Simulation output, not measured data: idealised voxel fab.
Herein follows the process module entitled voxel gate over fins.
Shown is cross-section cut, with a width of 230 nm and square cells of size 5 nm.
Cross-section layout: square cells on a grid; listed as bands, top to bottom; a band spans one or more cell rows.
For a band, the entry starts with two heights in nm, that of the top and then that of the bottom, and carries on with the band's materials in order from left to right, each alongside its width in nm; the word "full width" beside a single material means it fills the band edge to edge, and "blank" means empty space.
Height is counted from the level 0, under which the received wafer is composed throughout of one material. The lowest of the bands is not closed at the bottom but continues downward, in the notation "top 0, no bottom".
Top row gets the first number, bottom row gets the second, and each row in between changes by the same step: that is how a band width like "30 to 40" works.
When a step is marked "everything unchanged", none of the cells in the cross-section changed during that step.
Enclosed internal voids: empty space of 8 cells or more with no open way to the top, each as width x height at its distance from the left edge, in nm
Text after the settings on a step's line: the simulator's own remark on that step.
You can add "overlay nm" to a step's line. For a step with a mask, it describes how far the mask lay to the right of its planned position, and a negative number describes a lay to the left.

Steps in the process plan
1: RECEIVE, material Si
2: CONFORMAL_DEP, material SiN, thk nm 5
3: DIRECTIONAL_DEP, material aC, thk nm 10
4: PATTERN, tone cover, mask id FINS, material resist, width nm 15, pitch nm 45, thk nm 25, overlay nm 0
5: DIRECTIONAL_ETCH, etch materials aC, depth nm 10
6: STRIP, etch materials resist
7: DIRECTIONAL_ETCH, etch materials SiN, depth nm 5
8: DIRECTIONAL_ETCH, etch materials Si, depth nm 35
9: STRIP, etch materials aC
10: OXIDIZE, depth nm 5
11: FILL_DEP, material SiO2, thk nm 15
12: CMP, height nm 5
13: SELECTIVE_ETCH, etch materials SiO2, depth nm 20
14: STRIP, etch materials SiN
15: CONFORMAL_DEP, material HfO2, thk nm 5
16: CONFORMAL_DEP, material TiN, thk nm 5
17: FILL_DEP, material W, thk nm 15
18: CMP, height nm 20
19: CONFORMAL_DEP, material SiN, thk nm 5
The plan's step 19 thk nm is the first wafer's value; the wafers differ in this setting and start identical.

Cross-sectional view of the first of several wafers in the as-received condition, corresponding to the state following step 1
* top 0, no bottom | Si full width
* Enclosed internal voids: none

At the end of the module, after its last step, step 19, the first of several wafers appears in cross-section as follows
* top 25, bottom 20 | SiN full width
* top 20, bottom 10 | W full width
* top 10, bottom 5 | 55 of W / 25 of TiN / 20 of W / 25 of TiN / 20 of W / 25 of TiN / 60 of W
* top 5, bottom 0 | 55 of W / 5 of TiN / 15 of HfO2 / 5 of TiN / 20 of W / 5 of TiN / 15 of HfO2 / 5 of TiN / 20 of W / 5 of TiN / 15 of HfO2 / 5 of TiN / 60 of W
* top 0, bottom -5 | 55 of W / 5 of TiN / 5 of HfO2 / 5 of Si / 5 of HfO2 / 5 of TiN / 20 of W / 5 of TiN / 5 of HfO2 / 5 of Si / 5 of HfO2 / 5 of TiN / 20 of W / 5 of TiN / 5 of HfO2 / 5 of Si / 5 of HfO2 / 5 of TiN / 60 of W
* top -5, bottom -10 | 60 of TiN / 5 of HfO2 / 5 of Si / 5 of HfO2 / 30 of TiN / 5 of HfO2 / 5 of Si / 5 of HfO2 / 30 of TiN / 5 of HfO2 / 5 of Si / 5 of HfO2 / 65 of TiN
* top -10, bottom -15 | 65 of HfO2 / 5 of Si / 40 of HfO2 / 5 of Si / 40 of HfO2 / 5 of Si / 70 of HfO2
* top -15, bottom -40 | 65 of SiO2 / 5 of Si / 40 of SiO2 / 5 of Si / 40 of SiO2 / 5 of Si / 70 of SiO2
* top -40, no bottom | Si full width
* Enclosed internal voids: none

Last wafer x-sec, end of module
* top 40, bottom 20 | SiN full width
* top 20, bottom 10 | W full width
* top 10, bottom 5 | 55 of W / 25 of TiN / 20 of W / 25 of TiN / 20 of W / 25 of TiN / 60 of W
* top 5, bottom 0 | 55 of W / 5 of TiN / 15 of HfO2 / 5 of TiN / 20 of W / 5 of TiN / 15 of HfO2 / 5 of TiN / 20 of W / 5 of TiN / 15 of HfO2 / 5 of TiN / 60 of W
* top 0, bottom -5 | 55 of W / 5 of TiN / 5 of HfO2 / 5 of Si / 5 of HfO2 / 5 of TiN / 20 of W / 5 of TiN / 5 of HfO2 / 5 of Si / 5 of HfO2 / 5 of TiN / 20 of W / 5 of TiN / 5 of HfO2 / 5 of Si / 5 of HfO2 / 5 of TiN / 60 of W
* top -5, bottom -10 | 60 of TiN / 5 of HfO2 / 5 of Si / 5 of HfO2 / 30 of TiN / 5 of HfO2 / 5 of Si / 5 of HfO2 / 30 of TiN / 5 of HfO2 / 5 of Si / 5 of HfO2 / 65 of TiN
* top -10, bottom -15 | 65 of HfO2 / 5 of Si / 40 of HfO2 / 5 of Si / 40 of HfO2 / 5 of Si / 70 of HfO2
* top -15, bottom -40 | 65 of SiO2 / 5 of Si / 40 of SiO2 / 5 of Si / 40 of SiO2 / 5 of Si / 70 of SiO2
* top -40, no bottom | Si full width
* Enclosed internal voids: none

Per-wafer rows below. For each material: cells gained (+) or lost (-) since the wafer was received, as of end of module. Then: closed voids
thk nm 5; +64 HfO2; -344 Si; +46 SiN; +215 SiO2; +64 TiN; +185 W; Enclosed internal voids: none
thk nm 10; +64 HfO2; -344 Si; +92 SiN; +215 SiO2; +64 TiN; +185 W; Enclosed internal voids: none
thk nm 15; +64 HfO2; -344 Si; +138 SiN; +215 SiO2; +64 TiN; +185 W; Enclosed internal voids: none
thk nm 20; +64 HfO2; -344 Si; +184 SiN; +215 SiO2; +64 TiN; +185 W; Enclosed internal voids: none
